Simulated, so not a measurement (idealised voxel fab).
process module | voxel spacer lines
cross-section cut | 265 nm wide | cells 5 nm
A cross-section is a grid of square cells, given in bands from the top down. A band is one or more rows of cells.
Each band's line starts with the height of the band's top and of its bottom, in nm. Then come its materials from left to right, each with its width in nm. One material with "throughout" fills the band from edge to edge. "air" is empty space.
Height 0 is the level under which the wafer as received is all one material. The lowest band goes on downwards, as in "0 down".
A width such as "30 to 40" changes by the same amount from each row of cells to the next, from the band's top row to its bottom row.
"no change" after a step means that no cell of the cross-section changed.
closed voids: empty space of 8 cells or more with no open way to the top, each as width x height at its distance from the left edge, in nm
after a step's settings: what the simulator itself notes on the step
overlay nm, on a step with a mask: how far to the right of its planned place the mask lay; to the left if negative
plan
1 op RECEIVE | material Si
2 op CONFORMAL_DEP | material SiO2 | thk nm 5
3 op DIRECTIONAL_DEP | material TiN | thk nm 20
4 op DIRECTIONAL_DEP | material polySi | thk nm 25
5 op PATTERN | tone cover | mask id MANDREL | material resist | width nm 15 | pitch nm 60 | thk nm 35 | overlay nm 0
6 op DIRECTIONAL_ETCH | etch materials polySi | depth nm 25
7 op STRIP | etch materials resist
8 op CONFORMAL_DEP | material SiN | thk nm 15
9 op DIRECTIONAL_ETCH | etch materials SiN | depth nm 15
10 op STRIP | etch materials polySi
11 op DIRECTIONAL_ETCH | etch materials TiN | depth nm 20
12 op STRIP | etch materials SiN
as received, after step 1
  0 down: Si throughout
  closed voids: none
first wafer at the end, as planned
  25 to 5: air 80 | TiN 15 | air 15 | TiN 15 | air 15 | TiN 15 | air 15 | TiN 15 | air 80
  5 to 0: SiO2 throughout
  0 down: Si throughout
  closed voids: none
second wafer at the end: like start, like plan, one mistake
  45 to 25: air 80 | TiN 15 | air 15 | TiN 15 | air 15 | TiN 15 | air 15 | TiN 15 | air 80
  25 to 5: TiN throughout
  5 to 0: SiO2 throughout
  0 down: Si throughout
  closed voids: none
what went wrong: step 3 was run twice
at the end the second wafer has, in cells: 212 more of TiN
